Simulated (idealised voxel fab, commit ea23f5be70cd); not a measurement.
Process module in this document: voxel self aligned vias
Cross-sectional view cut (width: 285 nm; square cell size: 5 nm).
Square cells in a grid make up a cross-section in this document, and the grid is given as bands, listed from the top down, each one or more rows of cells.
A band entry consists of two parts. The first gives the height of the band's top and the height of its bottom, in nm. The rest lists the band's materials from left to right, each with its width in nm. A single material labelled with the word "everywhere" fills the band from edge to edge, and the word "blank" marks empty space.
Note: height 0 marks the level under which the wafer is uniformly one material as received. Lowest band unbounded below, written "0..down".
The width entry "30 to 40" should be interpreted row by row: the top row of cells in the band takes the first number, the bottom row takes the second number, and the change between adjacent rows is uniform throughout.
A step reported as "nothing altered" is a step in which no cell of the cross-section changed.
Under "Sealed void listing" you'll find the enclosed gaps, the ones with no way out to the top, that are 8 cells or bigger; each reads width x height at distance, with distance counted from the left edge, everything in nm.
Step line, after settings: the simulator's comment on this step.
overlay nm, on a step with a mask: how far to the right of its planned place the mask lay; to the left if negative
-- Here's what the planned process steps look like
1: RECEIVE [material Si]
2: CONFORMAL_DEP [material SiO2] [thk nm 10]
3: CONFORMAL_DEP [material SiCN] [thk nm 5]
4: DIRECTIONAL_DEP [material SiO2] [thk nm 30]
5: DIRECTIONAL_DEP [material aC] [thk nm 10]
6: PATTERN [tone open] [mask id LINES] [material resist] [width nm 25] [pitch nm 60] [thk nm 25] [overlay nm 0]
7: DIRECTIONAL_ETCH [etch materials aC] [depth nm 10]
8: STRIP [etch materials resist]
9: DIRECTIONAL_ETCH [etch materials SiO2] [depth nm 30]
10: STRIP [etch materials aC]
11: CONFORMAL_DEP [material TiN] [thk nm 5]
12: FILL_DEP [material Ru] [thk nm 10]
13: CMP [height nm 45]
14: SELECTIVE_ETCH [etch materials W Ru TiN] [depth nm 5]
15: FILL_DEP [material SiN] [thk nm 10]
16: CMP [height nm 45]
17: DIRECTIONAL_DEP [material SiO2] [thk nm 20]
18: DIRECTIONAL_DEP [material aC] [thk nm 10]
19: PATTERN [tone open] [mask id VIAS] [material resist] [width nm 45] [pitch nm 60] [thk nm 30] [overlay nm 0]
20: DIRECTIONAL_ETCH [etch materials aC] [depth nm 10]
21: STRIP [etch materials resist]
22: DIRECTIONAL_ETCH [etch materials SiO2] [depth nm 20]
23: DIRECTIONAL_ETCH [etch materials SiN] [depth nm 10]
24: STRIP [etch materials aC]
25: CONFORMAL_DEP [material TiN] [thk nm 5]
26: FILL_DEP [material Cu] [thk nm 5]
27: CMP [height nm 65]
28: CONFORMAL_DEP [material SiN] [thk nm 5]
Be aware that, although all wafers share a common starting state, the depth nm at step 14 differs among them, and the plan displays the first wafer's value.
-- Incoming state of the first of several wafers in cross-section: after step 1
* 0..down = Si everywhere
* Sealed void listing: none
-- each wafer at the end: cells of each material gained (+) or lost (-) since it was received, then its closed voids
depth nm 5, +72 Cu, +36 Ru, +57 SiCN, +57 SiN, +486 SiO2, +90 TiN, Sealed void listing: none
depth nm 10, +81 Cu, +27 Ru, +57 SiCN, +57 SiN, +486 SiO2, +90 TiN, Sealed void listing: none
depth nm 15, +81 Cu, +18 Ru, +57 SiCN, +72 SiN, +486 SiO2, +84 TiN, Sealed void listing: none
depth nm 20, +81 Cu, +9 Ru, +57 SiCN, +87 SiN, +486 SiO2, +78 TiN, Sealed void listing: none
depth nm 25, +81 Cu, +57 SiCN, +102 SiN, +486 SiO2, +72 TiN, Sealed void listing: none
